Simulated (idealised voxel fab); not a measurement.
Process module in this document: voxel capacitor over wiring
Cross-section cut: width 200 nm, square cells of 5 nm.
Square cells in a grid make up a cross-section in this document, and the grid is given as bands, listed from the top down, each one or more rows of cells. Read a band's entry like this: the first values are the height of its top and the height of its bottom in nm, and what follows is the sequence of materials from left to right, each with its width in nm. Note that "air" is empty space, and that a single material marked "full width" reaches across the band from edge to edge. Convention: height 0 is the level below which the wafer, as received, is all one material. The lowest band does not terminate at the bottom but continues downward, represented as "0 and below". Note: "30..40" means the width goes from the first number (top row of the band) to the second number (bottom row) in equal steps per row of cells. "remained the same" -> step changed no cross-section cell. Entry "Entrapped void list" = empty spaces >= 8 cells with no open way to the top; each as width x height at distance, distance from left edge, all nm. Anything after a step's settings on that line? It's the simulator's own note about the step. Each step line may optionally specify "overlay nm", which for a step with a mask gives the rightward distance between the mask's planned place and where it lay, a negative value indicating the leftward direction.
Here's what the planned process steps look like
1,op RECEIVE | material Si
2,op CONFORMAL_DEP | material SiO2 | thk nm 10
3,op CONFORMAL_DEP | material SiCN | thk nm 5
4,op DIRECTIONAL_DEP | material SiO2 | thk nm 15
5,op MASKED_ETCH | tone open | mask id METAL_1 | width nm 20 | pitch nm 70 | etch materials SiO2 | depth nm 15 | overlay nm 0
6,op MASKED_ETCH | tone open | mask id METAL_1 | width nm 20 | pitch nm 70 | etch materials SiCN | depth nm 5 | overlay nm 0
7,op CONFORMAL_DEP | material TiN | thk nm 5
8,op FILL_DEP | material W | thk nm 10
9,op CMP | height nm 30
10,op CONFORMAL_DEP | material SiCN | thk nm 5
11,op DIRECTIONAL_DEP | material lowk | thk nm 20
12,op PATTERN | tone open | mask id PLUG_1 | material resist | width nm 15 | thk nm 20 | overlay nm 0
13,op DIRECTIONAL_ETCH | etch materials lowk | depth nm 20
14,op DIRECTIONAL_ETCH | etch materials SiCN | depth nm 5
15,op STRIP | etch materials resist
16,op CONFORMAL_DEP | material TiN | thk nm 5
17,op FILL_DEP | material Cu | thk nm 10
18,op CMP | height nm 55
19,op DIRECTIONAL_DEP | material TiN | thk nm 5
20,op DIRECTIONAL_DEP | material Al2O3 | thk nm 5
21,op DIRECTIONAL_DEP | material TiN | thk nm 10
22,op MASKED_ETCH | tone cover | mask id UPPER_PLATE | width nm 55 | etch materials TiN | depth nm 10 | overlay nm 0
23,op MASKED_ETCH | tone cover | mask id UPPER_PLATE | width nm 55 | etch materials Al2O3 | depth nm 5 | overlay nm 0
24,op MASKED_ETCH | tone cover | mask id LOWER_PLATE | width nm 65 | etch materials TiN | depth nm 5 | overlay nm 0
25,op FILL_DEP | material SiO2 | thk nm 15
26,op CMP | height nm 85
27,op MASKED_ETCH | tone open | mask id PLUG_2 | width nm 15 | etch materials SiO2 | depth nm 10 | overlay nm 0
28,op CONFORMAL_DEP | material TiN | thk nm 5
29,op FILL_DEP | material Cu | thk nm 10
30,op CMP | height nm 85
31,op CONFORMAL_DEP | material SiN | thk nm 5
Variable across wafers: step 16 thk nm (plan value is that of the first wafer; starting state common to all).
Cross-section of the first of several wafers as received (after step 1)
  0 and below = Si full width
  Entrapped void list: none
Basically each wafer gets a line in the table, showing it at the end of the module: material by material, the cells it gained (+) or lost (-) since we got it, then its closed voids
thk nm 5, +11 Al2O3, +5 Cu, +69 SiCN, +40 SiN, +364 SiO2, +71 TiN, +12 W, +148 lowk, Entrapped void list: none
thk nm 10, +11 Al2O3, +1 Cu, +69 SiCN, +40 SiN, +364 SiO2, +75 TiN, +12 W, +148 lowk, Entrapped void list: none
thk nm 15, +11 Al2O3, +1 Cu, +69 SiCN, +40 SiN, +364 SiO2, +75 TiN, +12 W, +148 lowk, Entrapped void list: none
thk nm 20, +11 Al2O3, +1 Cu, +69 SiCN, +40 SiN, +364 SiO2, +75 TiN, +12 W, +148 lowk, Entrapped void list: none
